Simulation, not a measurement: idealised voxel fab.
Presented below is a process module, voxel lift off.
Shown is cross-section cut, with a width of 280 nm and square cells of size 5 nm.
A cross-section in this document is a grid of square cells, and it is written down as bands, the top band listed before the ones below it; a band is made up of one or more rows of cells.
Read a band's entry like this: the first values are the height of its top and the height of its bottom in nm, and what follows is the sequence of materials from left to right, each with its width in nm. Note that "air" is empty space, and that a single material marked "throughout" reaches across the band from edge to edge.
The level at which height equals 0 is the one under which the wafer, as it arrives, is entirely one material. No lower edge exists for the bottom band, which continues downward and is notated as in "top 0, no bottom".
A width such as "30..40" changes by the same amount from each row of cells to the next, from the band's top row to its bottom row.
Key: "remains unaltered" - step with no changed cell in the cross-section.
What "Catalogued sealed voids" gives you is every empty space of 8 cells or more that is cut off from the top. Each appears as width x height at distance, with the distance taken from the left edge and width, height and distance all in nm.
Note: text after step settings on the step line = simulator remark on that step.
When a step includes a mask, the "overlay nm" setting on its line states how far to the right of its planned place that mask lay, and negative values state how far to the left.
The following list gives the planned process steps:
1. RECEIVE: material Si
2. CONFORMAL_DEP: material SiN, thk nm 10
3. PATTERN: tone open, mask id LINES, material resist, width nm 30, pitch nm 45, thk nm 20, overlay nm 0
4. DIRECTIONAL_DEP: material Ru, thk nm 10
5. STRIP: etch materials resist
6. CONFORMAL_DEP: material SiO2, thk nm 10
First of two wafers, processed according to plan:
Received-state cross-section, reflecting completion of step 1:
- top 0, no bottom | Si throughout
- Catalogued sealed voids: none
Wafer xsec, post step 2:
- top 10, bottom 0 | SiN throughout
- Lower than 0, everything is as it was.
Wafer xsec, post step 3:
- top 30, bottom 10 | 55 nm resist | 30 nm air | 15 nm resist | 30 nm air | 15 nm resist | 30 nm air | 15 nm resist | 30 nm air | 60 nm resist
- Lower than 10, everything is as it was.
Wafer xsec, post step 4:
- top 40, bottom 30 | 55 nm Ru | 30 nm air | 15 nm Ru | 30 nm air | 15 nm Ru | 30 nm air | 15 nm Ru | 30 nm air | 60 nm Ru
- top 30, bottom 20 | 55 nm resist | 30 nm air | 15 nm resist | 30 nm air | 15 nm resist | 30 nm air | 15 nm resist | 30 nm air | 60 nm resist
- top 20, bottom 10 | 55 nm resist | 30 nm Ru | 15 nm resist | 30 nm Ru | 15 nm resist | 30 nm Ru | 15 nm resist | 30 nm Ru | 60 nm resist
- Lower than 10, everything is as it was.
Wafer xsec, post step 5:
- top 20, bottom 10 | 55 nm air | 30 nm Ru | 15 nm air | 30 nm Ru | 15 nm air | 30 nm Ru | 15 nm air | 30 nm Ru | 60 nm air
- Lower than 10, everything is as it was.
Wafer xsec, post step 6:
- top 30, bottom 20 | 45 nm air | 185 nm SiO2 | 50 nm air
- top 20, bottom 10 | 55 nm SiO2 | 30 nm Ru | 15 nm SiO2 | 30 nm Ru | 15 nm SiO2 | 30 nm Ru | 15 nm SiO2 | 30 nm Ru | 60 nm SiO2
- Lower than 10, everything is as it was.
The Second Wafer: Common Origin and Plan, One Mistake in Execution, Identical to the First Through Step 3:
Second wafer, cut view, end of step 4 per plan: remains unaltered
Second wafer, cut view, end of step 5 per plan:
- top 10, bottom 0 | SiN throughout
- Lower than 0, everything is as it was.
Second wafer, cut view, end of step 6 per plan:
- top 20, bottom 10 | SiO2 throughout
- Lower than 10, everything is as it was.
It is concluded that the wafer was processed incorrectly with respect to the plan, in that heads up, step 4 of the plan was skipped and never actually ran
Wrapping up, a cell-based count of both wafers puts the second over or under the first for these materials: Ru: 48 fewer, SiO2: 26 fewer
